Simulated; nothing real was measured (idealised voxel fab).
Process module, titled voxel released beams
Shown is cross-section cut, with a width of 220 nm and square cells of size 5 nm.
Think of the cross-section as a grid of square cells. We describe it in bands, top to bottom, and each band covers one or more rows of those cells.
Look at the band entry: it leads with the top's height and the bottom's height in nm. Then it lists the materials left to right, with a width in nm for each. The word "all across" on a single material says that material fills the band edge to edge. The word "air" is empty space.
Ref level 0: as-received wafer is one material below here. Bottom band extends down with no lower bound ("from 0 down").
A width such as "30..40" changes by the same amount from each row of cells to the next, from the band's top row to its bottom row.
It should be understood that the words "no change", when stated for a given step, signify that the cross-section underwent no change in any of its cells during that step.
"closed voids" - sealed voids, min. 8 cells, no opening to top; format: width x height at distance (distance from left edge; nm throughout).
What comes after the settings on a step's line is commentary from the simulator itself on that step.
overlay nm: how far to the right of its planned place the mask lay on this masked step (negative: to the left).
Here's what the planned process steps look like:
- 1: RECEIVE,material Si
- 2: CONFORMAL_DEP,material SiN,thk nm 5
- 3: DIRECTIONAL_DEP,material SiO2,thk nm 15
- 4: DIRECTIONAL_DEP,material aC,thk nm 15
- 5: PATTERN,tone open,mask id ANCHOR,material resist,width nm 30,thk nm 30,overlay nm 0
- 6: DIRECTIONAL_ETCH,etch materials aC,depth nm 15
- 7: STRIP,etch materials resist
- 8: DIRECTIONAL_ETCH,etch materials SiO2,depth nm 15
- 9: STRIP,etch materials aC
- 10: CONFORMAL_DEP,material W,thk nm 10
- 11: DIRECTIONAL_DEP,material aC,thk nm 10
- 12: PATTERN,tone cover,mask id BEAM,material resist,width nm 105,thk nm 25,overlay nm 0
- 13: DIRECTIONAL_ETCH,etch materials aC,depth nm 10
- 14: STRIP,etch materials resist
- 15: DIRECTIONAL_ETCH,etch materials W,depth nm 10
- 16: STRIP,etch materials aC
- 17: STRIP,etch materials SiO2
Of two wafers, the first: run according to plan:
The cross-section here shows the wafer as received, i.e. in its state after step 1:
  from 0 down  Si all across
  closed voids: none
After step 2, in cross-section:
  from 5 to 0  SiN all across
  No changes below 0.
After step 3, in cross-section:
  from 20 to 5  SiO2 all across
  No changes below 5.
After step 4, in cross-section:
  from 35 to 20  aC all across
  No changes below 20.
After step 5, in cross-section:
  from 65 to 35  60 resist, then 30 air, then 130 resist
  No changes below 35.
After step 6, in cross-section:
  from 50 to 35  60 resist, then 30 air, then 130 resist
  from 35 to 20  60 aC, then 30 air, then 130 aC
  No changes below 20.
After step 7, in cross-section:
  from 35 to 20  60 aC, then 30 air, then 130 aC
  No changes below 20.
After step 8, in cross-section:
  from 35 to 20  60 aC, then 30 air, then 130 aC
  from 20 to 5  60 SiO2, then 30 air, then 130 SiO2
  No changes below 5.
After step 9, in cross-section:
  from 20 to 5  60 SiO2, then 30 air, then 130 SiO2
  No changes below 5.
After step 10, in cross-section:
  from 30 to 20  70 W, then 10 air, then 140 W
  from 20 to 15  60 SiO2, then 10 W, then 10 air, then 10 W, then 130 SiO2
  from 15 to 5  60 SiO2, then 30 W, then 130 SiO2
  No changes below 5.
After step 11, in cross-section:
  from 40 to 30  70 aC, then 10 air, then 140 aC
  from 30 to 25  70 W, then 10 air, then 140 W
  from 25 to 20  70 W, then 10 aC, then 140 W
  from 20 to 15  60 SiO2, then 10 W, then 10 aC, then 10 W, then 130 SiO2
  No changes below 15.
After step 12, in cross-section:
  from 65 to 40  55 air, then 105 resist, then 60 air
  from 40 to 30  70 aC, then 10 resist, then 140 aC
  from 30 to 25  70 W, then 10 resist, then 140 W
  No changes below 25.
After step 13, in cross-section:
  from 55 to 40  55 air, then 105 resist, then 60 air
  from 40 to 30  55 air, then 15 aC, then 10 resist, then 80 aC, then 60 air
  No changes below 30.
After step 14, in cross-section:
  from 40 to 30  55 air, then 15 aC, then 10 air, then 80 aC, then 60 air
  from 30 to 25  70 W, then 10 air, then 140 W
  No changes below 25.
After step 15, in cross-section:
  from 40 to 30  55 air, then 15 aC, then 10 air, then 80 aC, then 60 air
  from 30 to 25  55 air, then 15 W, then 10 air, then 80 W, then 60 air
  from 25 to 20  55 air, then 15 W, then 10 aC, then 80 W, then 60 air
  No changes below 20.
After step 16, in cross-section:
  from 30 to 20  55 air, then 15 W, then 10 air, then 80 W, then 60 air
  from 20 to 15  60 SiO2, then 10 W, then 10 air, then 10 W, then 130 SiO2
  No changes below 15.
After step 17, in cross-section:
  from 30 to 20  55 air, then 15 W, then 10 air, then 80 W, then 60 air
  from 20 to 15  60 air, then 10 W, then 10 air, then 10 W, then 130 air
  from 15 to 5  60 air, then 30 W, then 130 air
  No changes below 5.
Second of two: same start, same plan, one run error; steps up to and including 13 match the first:
Cross-sectional representation of the second wafer at the time designated in the plan for the completion of step 14:
  from 40 to 30  55 air, then 15 aC, then 10 air, then 80 aC, then 60 air
  from 30 to 25  70 W, then 10 air, then 140 W
  No changes below 25.
Cross-sectional representation of the second wafer at the time designated in the plan for the completion of step 15:
  from 40 to 30  55 air, then 15 aC, then 10 air, then 80 aC, then 60 air
  from 30 to 25  55 air, then 15 W, then 10 air, then 80 W, then 60 air
  from 25 to 20  55 air, then 15 W, then 10 aC, then 80 W, then 60 air
  No changes below 20.
Cross-sectional representation of the second wafer at the time designated in the plan for the completion of step 16:
  from 30 to 20  55 air, then 15 W, then 10 air, then 80 W, then 60 air
  from 20 to 15  60 SiO2, then 10 W, then 10 air, then 10 W, then 130 SiO2
  No changes below 15.
Cross-sectional representation of the second wafer at the time designated in the plan for the completion of step 17:
  from 30 to 20  55 air, then 15 W, then 10 air, then 80 W, then 60 air
  from 20 to 15  60 air, then 10 W, then 10 air, then 10 W, then 130 air
  from 15 to 5  60 air, then 30 W, then 130 air
  No changes below 5.
what went wrong: step 14 of the plan was carried out twice
Since the two wafers finish with cross-sections that are the same, nothing this model computes is changed by the mistake.
